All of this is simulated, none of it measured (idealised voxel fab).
This is a process module. Its name is voxel self aligned contacts.
The width of the displayed cross-section, cut, is 280 nm; its cells are square, with a size of 5 nm.
Cross-section layout: square cells on a grid; listed as bands, top to bottom; a band spans one or more cell rows. Per band: top height and bottom height in nm, followed by the left-to-right materials and their widths in nm; "full width" marks a single material spanning edge to edge, "blank" marks empty space. The reference from which all heights are counted is 0, the level beneath which the as-received wafer is entirely one material; the lowest band, having no lower bound, proceeds downward and is written after the example "z 0 and below". When a width is written as two numbers, as in "30..40", the first number is the width in the top row of cells of the band and the second is the width in its bottom row, and the width changes by the same amount from each row to the next. When a step is marked "everything unchanged", none of the cells in the cross-section changed during that step. If an empty space has no open way to the top and is at least 8 cells in size, "Closed cavities" lists it, written width x height at distance, where distance is measured from the left edge and every value is in nm. after a step's settings: what the simulator itself notes on the step. When a step includes a mask, the "overlay nm" setting on its line states how far to the right of its planned place that mask lay, and negative values state how far to the left.
-- List of planned process steps
1,RECEIVE | material Si
2,CONFORMAL_DEP | material SiO2 | thk nm 5
3,DIRECTIONAL_DEP | material polySi | thk nm 30
4,DIRECTIONAL_DEP | material SiN | thk nm 20
5,MASKED_ETCH | tone cover | mask id GATE | width nm 25 | pitch nm 50 | etch materials SiN | depth nm 20 | overlay nm 0
6,MASKED_ETCH | tone cover | mask id GATE | width nm 25 | pitch nm 50 | etch materials polySi | depth nm 30 | overlay nm 0
7,CONFORMAL_DEP | material SiN | thk nm 5
8,DIRECTIONAL_ETCH | etch materials SiN | depth nm 5
9,FILL_DEP | material SiO2 | thk nm 20
10,CMP | height nm 65
11,PATTERN | tone open | mask id CONTACT | material resist | width nm 35 | pitch nm 50 | thk nm 15 | overlay nm 0
12,DIRECTIONAL_ETCH | etch materials SiO2 | depth nm 65
13,STRIP | etch materials resist
14,CONFORMAL_DEP | material TiN | thk nm 5
15,FILL_DEP | material W | thk nm 10
16,CMP | height nm 65
17,CONFORMAL_DEP | material SiCN | thk nm 5
-- Shown in cross-section is the wafer as received, that is, as it stands after step 1
    z 0 and below = Si full width
    Closed cavities: none
-- One mistake in running the module, otherwise start and plan as above: cross-section at the end
    z 70 to 65 = SiCN full width
    z 65 to 55 = 100 nm SiO2  5..10 nm TiN  20..5 nm W  5..15 nm TiN  20 nm SiO2  5..10 nm TiN  20..5 nm W  5..15 nm TiN  100 nm SiO2
    z 55 to 35 = 70 nm SiO2  35 nm SiN  5 nm TiN  5 nm W  5 nm TiN  35 nm SiN  5 nm TiN  5 nm W  5 nm TiN  35 nm SiN  75 nm SiO2
    z 35 to 5 = 70 nm SiO2  5 nm SiN  25 nm polySi  5 nm SiN  5 nm TiN  5 nm W  5 nm TiN  5 nm SiN  25 nm polySi  5 nm SiN  5 nm TiN  5 nm W  5 nm TiN  5 nm SiN  25 nm polySi  5 nm SiN  75 nm SiO2
    z 5 to 0 = 105 nm SiO2  15 nm TiN  35 nm SiO2  15 nm TiN  110 nm SiO2
    z 0 and below = Si full width
    Closed cavities: none
So what did we get wrong on this run? contrary to plan, step 11 was performed as PATTERN | tone open | mask id CONTACT | material resist | width nm 30 | pitch nm 50 | thk nm 15 | overlay nm 0
